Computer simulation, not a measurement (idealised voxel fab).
This section sets out a process module, namely voxel trench capacitor.
Xsec cut, 240 nm wide, square cell size 5 nm.
Cross-section layout: square cells on a grid; listed as bands, top to bottom; a band spans one or more cell rows.
Band entry format. Leading values: height of top, height of bottom, nm. Remainder: materials in left-to-right order, each with its width in nm. Special words: "all across" on a single material, which then fills the band edge to edge; "air", empty space.
Where do heights start? At 0: under that level the wafer as delivered is made of one material only. And the lowest band has no floor; it just carries on downward, as in "from 0 down".
A width given as "30 to 40" starts at the first number in the band's top row and ends at the second number in its bottom row, shifting by an equal amount at every step from row to row.
Step note "nothing different" = no cross-section cell changed.
Closed empty spaces (no open way to the top) of 8 cells or more are what "Closed void register" lists, each as width x height at distance from the left edge, nm for all three.
It should be noted that, on the line of a given step, the content following the step's settings is a remark produced by the simulator itself with respect to that step.
A step line may carry the setting "overlay nm", which, for steps involving a mask, states the distance by which the mask lay to the right of its intended position; negative values denote displacement to the left.
### Process steps - plan
1 RECEIVE | material Si
2 CONFORMAL_DEP | material SiN | thk nm 10
3 MASKED_ETCH | tone open | mask id TRENCH | width nm 25 | pitch nm 40 | etch materials SiN | depth nm 10 | overlay nm 0
4 MASKED_ETCH | tone open | mask id TRENCH | width nm 25 | pitch nm 40 | etch materials Si | depth nm 40 | overlay nm 0
5 CONFORMAL_DEP | material Al2O3 | thk nm 5
6 FILL_DEP | material polySi | thk nm 10
7 CMP | height nm 10
### The cross-section here shows the wafer as received, i.e. in its state after step 1
- from 0 down  Si all across
- Closed void register: none
### The first of the two wafers as seen in cross-section once the module was finished; processing followed the plan
- from 10 to 0  SiN: 45; Al2O3: 5; polySi: 15; Al2O3: 5; SiN: 15; Al2O3: 5; polySi: 15; Al2O3: 5; SiN: 15; Al2O3: 5; polySi: 15; Al2O3: 5; SiN: 15; Al2O3: 5; polySi: 15; Al2O3: 5; SiN: 50
- from 0 to -35  Si: 45; Al2O3: 5; polySi: 15; Al2O3: 5; Si: 15; Al2O3: 5; polySi: 15; Al2O3: 5; Si: 15; Al2O3: 5; polySi: 15; Al2O3: 5; Si: 15; Al2O3: 5; polySi: 15; Al2O3: 5; Si: 50
- from -35 to -40  Si: 45; Al2O3: 25; Si: 15; Al2O3: 25; Si: 15; Al2O3: 25; Si: 15; Al2O3: 25; Si: 50
- from -40 down  Si all across
- Closed void register: none
### second wafer at the end: like start, like plan, one mistake
- from 10 to 0  SiN: 45; Al2O3: 5 to 10; polySi: 15 to 5; Al2O3: 5 to 10; SiN: 15; Al2O3: 5 to 10; polySi: 15 to 5; Al2O3: 5 to 10; SiN: 15; Al2O3: 5 to 10; polySi: 15 to 5; Al2O3: 5 to 10; SiN: 15; Al2O3: 5 to 10; polySi: 15 to 5; Al2O3: 5 to 10; SiN: 50
- from 0 to -35  Si: 50; Al2O3: 5; polySi: 5; Al2O3: 5; Si: 25; Al2O3: 5; polySi: 5; Al2O3: 5; Si: 25; Al2O3: 5; polySi: 5; Al2O3: 5; Si: 25; Al2O3: 5; polySi: 5; Al2O3: 5; Si: 55
- from -35 to -40  Si: 50; Al2O3: 15; Si: 25; Al2O3: 15; Si: 25; Al2O3: 15; Si: 25; Al2O3: 15; Si: 55
- from -40 down  Si all across
- Closed void register: none
Run error: contrary to plan, step 4 was performed as MASKED_ETCH | tone open | mask id TRENCH | width nm 15 | pitch nm 40 | etch materials Si | depth nm 40 | overlay nm 0
Count the cells at the end and the second wafer has more or fewer of some materials than the first: +64 Si; -64 polySi
